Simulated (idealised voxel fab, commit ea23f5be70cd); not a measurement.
voxel self aligned vias: a process module
Pictured: cross-section cut, 185 nm wide, on a grid of 5 nm square cells.
Cross-section = grid of square cells, listed top down in bands; band = one or more rows. For a band, the entry starts with two heights in nm, that of the top and then that of the bottom, and carries on with the band's materials in order from left to right, each alongside its width in nm; the word "full width" beside a single material means it fills the band edge to edge, and "blank" means empty space. Below 0: as-received wafer, all one material; heights counted from there. Lowest band: no bottom, goes on down, written "0 down". So if you see something like "30 to 40" for the width, read it as the top row of the band sitting at the first number and the bottom row at the second, with every row in between moving by the same amount as the last. The designation "nothing changed", where it is given for a processing step, indicates that no cell of the cross-section was altered in the course of that step. Enclosed voids (no open way to top), threshold 8 cells or more, entry "Internal closed voids", notation width x height at distance, distance from left edge, nm. On each step's line, the part that comes after the settings is the simulator's own comment on the step. The "overlay nm" setting may appear on a step's line; for a step that uses a mask, it gives how far to the right of its planned position the mask lay, and a negative value indicates the left.

The process steps that were planned are listed below
- 1: RECEIVE: material Si
- 2: CONFORMAL_DEP: material SiO2, thk nm 10
- 3: CONFORMAL_DEP: material SiCN, thk nm 5
- 4: DIRECTIONAL_DEP: material SiO2, thk nm 25
- 5: MASKED_ETCH: tone open, mask id LINES, width nm 25, pitch nm 70, etch materials SiO2, depth nm 25, overlay nm 0
- 6: CONFORMAL_DEP: material TiN, thk nm 5
- 7: FILL_DEP: material Ru, thk nm 10
- 8: CMP: height nm 40
- 9: SELECTIVE_ETCH: etch materials W Ru TiN, depth nm 5
- 10: FILL_DEP: material SiN, thk nm 10
- 11: CMP: height nm 40
- 12: DIRECTIONAL_DEP: material SiO2, thk nm 20
- 13: DIRECTIONAL_DEP: material aC, thk nm 10
- 14: PATTERN: tone open, mask id VIAS, material resist, width nm 45, thk nm 30, overlay nm 0
- 15: DIRECTIONAL_ETCH: etch materials aC, depth nm 10
- 16: STRIP: etch materials resist
- 17: DIRECTIONAL_ETCH: etch materials SiO2, depth nm 20
- 18: DIRECTIONAL_ETCH: etch materials SiN, depth nm 5
- 19: STRIP: etch materials aC
- 20: CONFORMAL_DEP: material TiN, thk nm 5
- 21: FILL_DEP: material Ru, thk nm 10
- 22: CMP: height nm 60
- 23: CONFORMAL_DEP: material SiCN, thk nm 5

As received (post step 1): cross-section
    0 down: Si full width
    Internal closed voids: none

Look at the cross-section after the module: the wafer started out the way shown above and the plan was the one shown above, yet one mistake was made along the way
    65 to 60: SiCN full width
    60 to 45: 35 nm SiO2 | 5 nm TiN | 35 nm Ru | 5 nm TiN | 105 nm SiO2
    45 to 40: 35 nm SiO2 | 15 nm TiN | 15 nm Ru | 15 nm TiN | 105 nm SiO2
    40 to 35: 45 nm SiO2 | 25 nm TiN | 45 nm SiO2 | 25 nm SiN | 45 nm SiO2
    35 to 20: 45 nm SiO2 | 5 nm TiN | 15 nm Ru | 5 nm TiN | 45 nm SiO2 | 5 nm TiN | 15 nm Ru | 5 nm TiN | 45 nm SiO2
    20 to 15: 45 nm SiO2 | 25 nm TiN | 45 nm SiO2 | 25 nm TiN | 45 nm SiO2
    15 to 10: aC full width
    10 to 0: SiO2 full width
    0 down: Si full width
    Internal closed voids: none
Error vs. plan: step 3 did not use the planned setting and instead ran as CONFORMAL_DEP: material aC, thk nm 5
